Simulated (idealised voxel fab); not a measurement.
Process module heading - voxel capacitor over wiring
For reference, the cross-section in this document is cut, with width 160 nm and square cells of 5 nm.
Each cross-section below is a grid of square cells, stated as bands in top-down order, with one or more rows of cells making up each band. Top height, bottom height, nm. Materials left to right, width each, nm. Single material + "all across" = fills band edge to edge. "blank" = empty. Height reference: 0 = level under which incoming wafer is all one material. Lowest band: no bottom, runs on downward, e.g. "0 and below". When a width is written as two numbers, as in "30 to 40", the first number is the width in the top row of cells of the band and the second is the width in its bottom row, and the width changes by the same amount from each row to the next. "no alteration" for a step: no cell of the cross-section changed in that step. Entry "Closed void list". Content: empty spaces with no open connection to the top, size 8 cells or greater. Each: width x height at distance. Distance: from left edge. Unit: nm. Step line, after settings: the simulator's comment on this step. "overlay nm", when on a step's line for a step with a mask, measures how far to the right of its planned place the mask lay; a negative measure means to the left.
-- So here's the lineup of process steps we planned
1) RECEIVE | material Si
2) CONFORMAL_DEP | material SiO2 | thk nm 10
3) CONFORMAL_DEP | material SiCN | thk nm 5
4) DIRECTIONAL_DEP | material lowk | thk nm 15
5) PATTERN | tone open | mask id METAL_1 | material resist | width nm 20 | pitch nm 85 | thk nm 20 | overlay nm 0
6) DIRECTIONAL_ETCH | etch materials lowk | depth nm 15
7) DIRECTIONAL_ETCH | etch materials SiCN | depth nm 5
8) STRIP | etch materials resist
9) CONFORMAL_DEP | material TiN | thk nm 5
10) FILL_DEP | material Cu | thk nm 5
11) CMP | height nm 30
12) EPI | material Ru | thk nm 5
13) FILL_DEP | material SiCN | thk nm 5
14) DIRECTIONAL_DEP | material lowk | thk nm 10
15) PATTERN | tone open | mask id PLUG_1 | material resist | width nm 15 | thk nm 15 | overlay nm 0
16) DIRECTIONAL_ETCH | etch materials lowk | depth nm 10
17) DIRECTIONAL_ETCH | etch materials SiCN | depth nm 5
18) STRIP | etch materials resist
19) EPI | material Ru | thk nm 10
20) EPI | material Ru | thk nm 5
21) DIRECTIONAL_DEP | material TiN | thk nm 10
22) DIRECTIONAL_DEP | material SiN | thk nm 5
23) DIRECTIONAL_DEP | material TiN | thk nm 5
24) MASKED_ETCH | tone cover | mask id UPPER_PLATE | width nm 70 | etch materials TiN | depth nm 5 | overlay nm 0
25) MASKED_ETCH | tone cover | mask id UPPER_PLATE | width nm 70 | etch materials SiN | depth nm 5 | overlay nm 0
26) PATTERN | tone cover | mask id LOWER_PLATE | material resist | width nm 80 | thk nm 15 | overlay nm 0
27) DIRECTIONAL_ETCH | etch materials TiN | depth nm 10
28) STRIP | etch materials resist
29) FILL_DEP | material SiO2 | thk nm 15
30) CMP | height nm 80
31) MASKED_ETCH | tone open | mask id PLUG_2 | width nm 15 | etch materials SiO2 | depth nm 10 | overlay nm 0
32) CONFORMAL_DEP | material TiN | thk nm 5
33) FILL_DEP | material W | thk nm 10
34) CMP | height nm 80
35) CONFORMAL_DEP | material SiN | thk nm 5
-- The cross-section here shows the wafer as received, i.e. in its state after step 1
0 and below: Si all across
Closed void list: none
-- Cross-section, end of module. Start: as above. Plan: as above. Execution: one mistake
100 down to 95: SiN all across
95 down to 85: W all across
85 down to 80: TiN (45), W (5), TiN (110)
80 down to 75: SiO2 (40), TiN (5), W (5), TiN (5), SiO2 (105)
75 down to 65: SiO2 (40 to 30), TiN (15 to 70), SiO2 (105 to 60)
65 down to 60: SiO2 (30), SiN (70), SiO2 (60)
60 down to 50: SiO2 (25), TiN (80), SiO2 (55)
50 down to 40: lowk (30), Ru (15), lowk (115)
40 down to 35: SiCN (30), Ru (15), SiCN (115)
35 down to 30: SiCN (20), Ru (30), SiCN (55), Ru (30), SiCN (25)
30 down to 15: lowk (25), TiN (5), Cu (10), TiN (5), lowk (65), TiN (5), Cu (10), TiN (5), lowk (30)
15 down to 10: SiCN (25), TiN (20), SiCN (65), TiN (20), SiCN (30)
10 down to 0: SiO2 all across
0 and below: Si all across
Closed void list: none
Processing error: step 34 of the plan never got run, it was skipped over
